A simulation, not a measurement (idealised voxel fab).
The following is a process module called voxel tone inversion.
It is cross-section cut that appears here, measuring 140 nm in width, its square cells being 5 nm in size.
Format of a cross-section: grid, square cells. Given as bands. Order: top down. Band: one or more rows of cells.
This entry defines a band. It first specifies the height of the band's top and the height of its bottom in nm, and then specifies the band's materials from left to right, stating each material with its width in nm. The word "full width" identifies a single material that fills the band from edge to edge, while the word "blank" identifies empty space.
A quick word on heights: they are counted from 0, and under that level the wafer as it came to us is one material throughout. The lowest band is different from the rest in having no bottom; it simply continues downward, written as in "0..down".
Read "30..40" as a graded width: first number on top, second number at the bottom, same change between each pair of neighbouring rows.
When a step is marked "no alteration", none of the cells in the cross-section changed during that step.
In "Cavities, closed" the enclosed voids are listed, meaning empty spaces of 8 cells or larger without any opening to the top. The form is width x height at distance, distance from the left edge, units nm.
Note: text after step settings on the step line = simulator remark on that step.
overlay nm, on a step with a mask: how far to the right of its planned place the mask lay; to the left if negative

So here's the lineup of process steps we planned:
step 1: op RECEIVE | material Si
step 2: op CONFORMAL_DEP | material SiCN | thk nm 5
step 3: op DIRECTIONAL_DEP | material aC | thk nm 20
step 4: op PATTERN | tone cover | mask id POSTS | material resist | width nm 25 | pitch nm 40 | thk nm 25 | overlay nm 0
step 5: op DIRECTIONAL_ETCH | etch materials aC | depth nm 20
step 6: op STRIP | etch materials resist
step 7: op FILL_DEP | material lowk | thk nm 10
step 8: op CMP | height nm 25
step 9: op STRIP | etch materials aC
It is noted that the wafers described herein are identical at the outset and are distinguished by the thk nm of step 2; the value stated in the plan corresponds to the first wafer.

First of several wafers, received after step 1, in cross-section:
* 0..down: Si full width
* Cavities, closed: none

Shown in cross-section: the first of several wafers at the end of the module, after its last step, step 9:
* 25..5: 15 nm lowk / 25 nm blank / 15 nm lowk / 25 nm blank / 15 nm lowk / 25 nm blank / 20 nm lowk
* 5..0: SiCN full width
* 0..down: Si full width
* Cavities, closed: none

Cross-section, last wafer, module completion:
* 25..20: 15 nm lowk / 25 nm blank / 15 nm lowk / 25 nm blank / 15 nm lowk / 25 nm blank / 20 nm lowk
* 20..0: SiCN full width
* 0..down: Si full width
* Cavities, closed: none

Basically each wafer gets a line in the table, showing it at the end of the module: material by material, the cells it gained (+) or lost (-) since we got it, then its closed voids:
thk nm 5 | +28 SiCN | +52 lowk | Cavities, closed: none
thk nm 10 | +56 SiCN | +39 lowk | Cavities, closed: none
thk nm 15 | +84 SiCN | +26 lowk | Cavities, closed: none
thk nm 20 | +112 SiCN | +13 lowk | Cavities, closed: none
